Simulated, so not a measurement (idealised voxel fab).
process module | voxel released beams
cross-section cut | 210 nm wide | cells 5 nm
A cross-section is a grid of square cells, given in bands from the top down. A band is one or more rows of cells.
Each band's line starts with the height of the band's top and of its bottom, in nm. Then come its materials from left to right, each with its width in nm. One material with "throughout" fills the band from edge to edge. "air" is empty space.
Height 0 is the level under which the wafer as received is all one material. The lowest band goes on downwards, as in "0 down".
A width such as "30 to 40" changes by the same amount from each row of cells to the next, from the band's top row to its bottom row.
"no change" after a step means that no cell of the cross-section changed.
closed voids: empty space of 8 cells or more with no open way to the top, each as width x height at its distance from the left edge, in nm
after a step's settings: what the simulator itself notes on the step
overlay nm, on a step with a mask: how far to the right of its planned place the mask lay; to the left if negative
plan
1 op RECEIVE | material Si
2 op CONFORMAL_DEP | material SiN | thk nm 5
3 op DIRECTIONAL_DEP | material SiO2 | thk nm 10
4 op DIRECTIONAL_DEP | material aC | thk nm 15
5 op PATTERN | tone open | mask id ANCHOR | material resist | width nm 35 | thk nm 35 | overlay nm 0
6 op DIRECTIONAL_ETCH | etch materials aC | depth nm 15
7 op STRIP | etch materials resist
8 op DIRECTIONAL_ETCH | etch materials SiO2 | depth nm 10
9 op STRIP | etch materials aC
10 op CONFORMAL_DEP | material W | thk nm 15
11 op DIRECTIONAL_DEP | material aC | thk nm 15
12 op PATTERN | tone cover | mask id BEAM | material resist | width nm 120 | thk nm 30 | overlay nm 0
13 op DIRECTIONAL_ETCH | etch materials aC | depth nm 15
14 op STRIP | etch materials resist
15 op DIRECTIONAL_ETCH | etch materials W | depth nm 5
16 op STRIP | etch materials aC
17 op STRIP | etch materials SiO2
varied across the wafers: depth nm of step 15. The plan shows the first wafer's value. All wafers start alike
first wafer as received, after step 1
  0 down: Si throughout
  closed voids: none
first wafer at the end, after step 17
  30 to 25: air 40 | W 20 | air 5 | W 95 | air 50
  25 to 20: W 60 | air 5 | W 145
  20 to 15: W throughout
  15 to 5: SiO2 45 | W 35 | SiO2 130
  5 to 0: SiN throughout
  0 down: Si throughout
  closed voids: none
last wafer at the end
  30 to 20: air 40 | W 20 | air 5 | W 95 | air 50
  20 to 15: air 40 | W 120 | air 50
  15 to 5: air 45 | W 35 | air 130
  5 to 0: SiN throughout
  0 down: Si throughout
  closed voids: none
each wafer at the end: cells of each material gained (+) or lost (-) since it was received, then its closed voids
depth nm 5 | +42 SiN | +70 SiO2 | +120 W | closed voids: none
depth nm 10 | +42 SiN | +70 SiO2 | +102 W | closed voids: none
depth nm 15 | +42 SiN | +84 W | closed voids: none
depth nm 20 | +42 SiN | +84 W | closed voids: none
depth nm 25 | +42 SiN | +84 W | closed voids: none
depth nm 30 | +42 SiN | +84 W | closed voids: none
